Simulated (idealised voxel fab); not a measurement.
process module | voxel self aligned contacts
cross-section cut | 235 nm wide | cells 5 nm
A cross-section is a grid of square cells, given in bands from the top down. A band is one or more rows of cells.
Each band's line starts with the height of the band's top and of its bottom, in nm. Then come its materials from left to right, each with its width in nm. One material with "throughout" fills the band from edge to edge. "air" is empty space.
Height 0 is the level under which the wafer as received is all one material. The lowest band goes on downwards, as in "0 down".
A width such as "30 to 40" changes by the same amount from each row of cells to the next, from the band's top row to its bottom row.
"no change" after a step means that no cell of the cross-section changed.
closed voids: empty space of 8 cells or more with no open way to the top, each as width x height at its distance from the left edge, in nm
after a step's settings: what the simulator itself notes on the step
overlay nm, on a step with a mask: how far to the right of its planned place the mask lay; to the left if negative
plan
1 op RECEIVE | material Si
2 op CONFORMAL_DEP | material SiO2 | thk nm 5
3 op DIRECTIONAL_DEP | material polySi | thk nm 30
4 op DIRECTIONAL_DEP | material SiN | thk nm 20
5 op DIRECTIONAL_DEP | material aC | thk nm 15
6 op PATTERN | tone cover | mask id GATE | material resist | width nm 35 | pitch nm 75 | thk nm 30 | overlay nm 0
7 op DIRECTIONAL_ETCH | etch materials aC | depth nm 15
8 op STRIP | etch materials resist
9 op DIRECTIONAL_ETCH | etch materials SiN | depth nm 20
10 op DIRECTIONAL_ETCH | etch materials polySi | depth nm 30
11 op STRIP | etch materials aC
12 op CONFORMAL_DEP | material SiN | thk nm 10
13 op DIRECTIONAL_ETCH | etch materials SiN | depth nm 10
14 op FILL_DEP | material SiO2 | thk nm 20
15 op CMP | height nm 65
16 op DIRECTIONAL_DEP | material aC | thk nm 15
17 op PATTERN | tone open | mask id CONTACT | material resist | width nm 50 | pitch nm 75 | thk nm 35 | overlay nm 0
18 op DIRECTIONAL_ETCH | etch materials aC | depth nm 15
19 op STRIP | etch materials resist
20 op DIRECTIONAL_ETCH | etch materials SiO2 | depth nm 65
21 op STRIP | etch materials aC
22 op CONFORMAL_DEP | material TiN | thk nm 5
23 op FILL_DEP | material W | thk nm 10
24 op CMP | height nm 65
25 op CONFORMAL_DEP | material SiCN | thk nm 5
as received, after step 1
  0 down: Si throughout
  closed voids: none
a wafer at the end: this start, this plan, one mistake
  70 to 65: SiCN throughout
  65 to 60: W 50 | TiN 5 | SiO2 50 | TiN 5 | W 15 | TiN 5 | SiO2 50 | TiN 5 | W 50
  60 to 55: W 10 | TiN 45 | SiO2 50 | TiN 25 | SiO2 50 | TiN 45 | W 10
  55 to 35: W 10 | TiN 5 | SiN 55 | SiO2 20 | SiN 55 | SiO2 20 | SiN 55 | TiN 5 | W 10
  35 to 5: W 10 | TiN 5 | SiN 10 | polySi 35 | SiN 10 | SiO2 20 | SiN 10 | polySi 35 | SiN 10 | SiO2 20 | SiN 10 | polySi 35 | SiN 10 | TiN 5 | W 10
  5 to 0: TiN 15 | SiO2 205 | TiN 15
  0 down: Si throughout
  closed voids: none
what went wrong: step 17 ran as: op PATTERN | tone cover | mask id CONTACT | material resist | width nm 50 | pitch nm 75 | thk nm 35 | overlay nm 0
